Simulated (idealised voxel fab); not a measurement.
process module | voxel tone inversion
cross-section cut | 270 nm wide | cells 5 nm
A cross-section is a grid of square cells, given in bands from the top down. A band is one or more rows of cells.
Each band's line starts with the height of the band's top and of its bottom, in nm. Then come its materials from left to right, each with its width in nm. One material with "throughout" fills the band from edge to edge. "air" is empty space.
Height 0 is the level under which the wafer as received is all one material. The lowest band goes on downwards, as in "0 down".
A width such as "30 to 40" changes by the same amount from each row of cells to the next, from the band's top row to its bottom row.
"no change" after a step means that no cell of the cross-section changed.
closed voids: empty space of 8 cells or more with no open way to the top, each as width x height at its distance from the left edge, in nm
after a step's settings: what the simulator itself notes on the step
overlay nm, on a step with a mask: how far to the right of its planned place the mask lay; to the left if negative
plan
1 op RECEIVE | material Si
2 op CONFORMAL_DEP | material SiCN | thk nm 5
3 op DIRECTIONAL_DEP | material aC | thk nm 25
4 op PATTERN | tone cover | mask id POSTS | material resist | width nm 25 | pitch nm 45 | thk nm 35 | overlay nm 0
5 op DIRECTIONAL_ETCH | etch materials aC | depth nm 25
6 op STRIP | etch materials resist
7 op FILL_DEP | material lowk | thk nm 5
8 op CMP | height nm 30
9 op STRIP | etch materials aC
varied across the wafers: depth nm of step 5. The plan shows the first wafer's value. All wafers start alike
first wafer as received, after step 1
  0 down: Si throughout
  closed voids: none
first wafer at the end, after step 9
  30 to 5: lowk 100 | air 25 | lowk 20 | air 25 | lowk 100
  5 to 0: SiCN throughout
  0 down: Si throughout
  closed voids: none
last wafer at the end
  30 to 25: lowk throughout
  25 to 5: lowk 100 | aC 25 | lowk 20 | aC 25 | lowk 100
  5 to 0: SiCN throughout
  0 down: Si throughout
  closed voids: none
each wafer at the end: cells of each material gained (+) or lost (-) since it was received, then its closed voids
depth nm 25 | +54 SiCN | +220 lowk | closed voids: none
depth nm 30 | +54 SiCN | +220 lowk | closed voids: none
depth nm 35 | +54 SiCN | +220 lowk | closed voids: none
depth nm 40 | +54 SiCN | +40 aC | +230 lowk | closed voids: none
